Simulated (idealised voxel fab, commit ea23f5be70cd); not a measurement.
Name of the process module below: voxel self aligned contacts
We display cut, a cross-section 225 nm in width whose square cells are each 5 nm.
Think of the cross-section as a grid of square cells. We describe it in bands, top to bottom, and each band covers one or more rows of those cells. Read a band's entry like this: the first values are the height of its top and the height of its bottom in nm, and what follows is the sequence of materials from left to right, each with its width in nm. Note that "blank" is empty space, and that a single material marked "everywhere" reaches across the band from edge to edge. Heights are reckoned from 0. Under this level, the received wafer is all of one material. The bottommost band is open-ended downward, for example "z 0 and below". Width spec "30->40" -> top row of cells at first value, bottom row at second value, equal per-row change in between. Given "no alteration" for a step, no cell of the cross-section differs between before and after that step. The label "Enclosed internal voids" introduces a list of the empty spaces, 8 cells or larger, that have no open way up to the top; each entry in it reads width x height at distance, where the distance is taken from the left edge and all three are stated in nm. That trailing text on a step's line, after the settings, is the simulator's own remark on the step. On any step carrying a mask, the "overlay nm" setting, if present on the step's line, tells how far right of its planned place the mask lay; negative values point to the left.

The steps planned for the process are as follows
1 RECEIVE: material Si
2 CONFORMAL_DEP: material SiO2, thk nm 5
3 DIRECTIONAL_DEP: material polySi, thk nm 30
4 DIRECTIONAL_DEP: material SiN, thk nm 20
5 PATTERN: tone cover, mask id GATE, material resist, width nm 25, pitch nm 60, thk nm 20, overlay nm 0
6 DIRECTIONAL_ETCH: etch materials SiN, depth nm 20
7 DIRECTIONAL_ETCH: etch materials polySi, depth nm 30
8 STRIP: etch materials resist
9 CONFORMAL_DEP: material SiN, thk nm 5
10 DIRECTIONAL_ETCH: etch materials SiN, depth nm 5
11 FILL_DEP: material SiO2, thk nm 15
12 CMP: height nm 60
13 MASKED_ETCH: tone open, mask id CONTACT, width nm 45, etch materials SiO2, depth nm 60, overlay nm 0
14 CONFORMAL_DEP: material TiN, thk nm 5
15 FILL_DEP: material Ru, thk nm 10
16 CMP: height nm 60
17 CONFORMAL_DEP: material SiCN, thk nm 5

Incoming wafer in cross-section (state: after step 1)
  z 0 and below | Si everywhere
  Enclosed internal voids: none

Same starting wafer, same plan as above, one mistake in the execution; this is the cross-section at the end of the module
  z 65 to 60 | SiCN everywhere
  z 60 to 55 | SiO2=95 / TiN=10 / Ru=15 / TiN=10 / SiO2=95
  z 55 to 35 | SiO2=65 / SiN=35 / TiN=5 / Ru=15 / TiN=5 / SiN=35 / SiO2=65
  z 35 to 5 | SiO2=65 / SiN=5 / polySi=25 / SiN=5 / TiN=5 / Ru=15 / TiN=5 / SiN=5 / polySi=25 / SiN=5 / SiO2=65
  z 5 to 0 | SiO2=100 / TiN=25 / SiO2=100
  z 0 and below | Si everywhere
  Enclosed internal voids: none
What went wrong in running the wafer? step 13 was not run as planned; what actually ran was MASKED_ETCH: tone open, mask id CONTACT, width nm 35, etch materials SiO2, depth nm 60, overlay nm 0
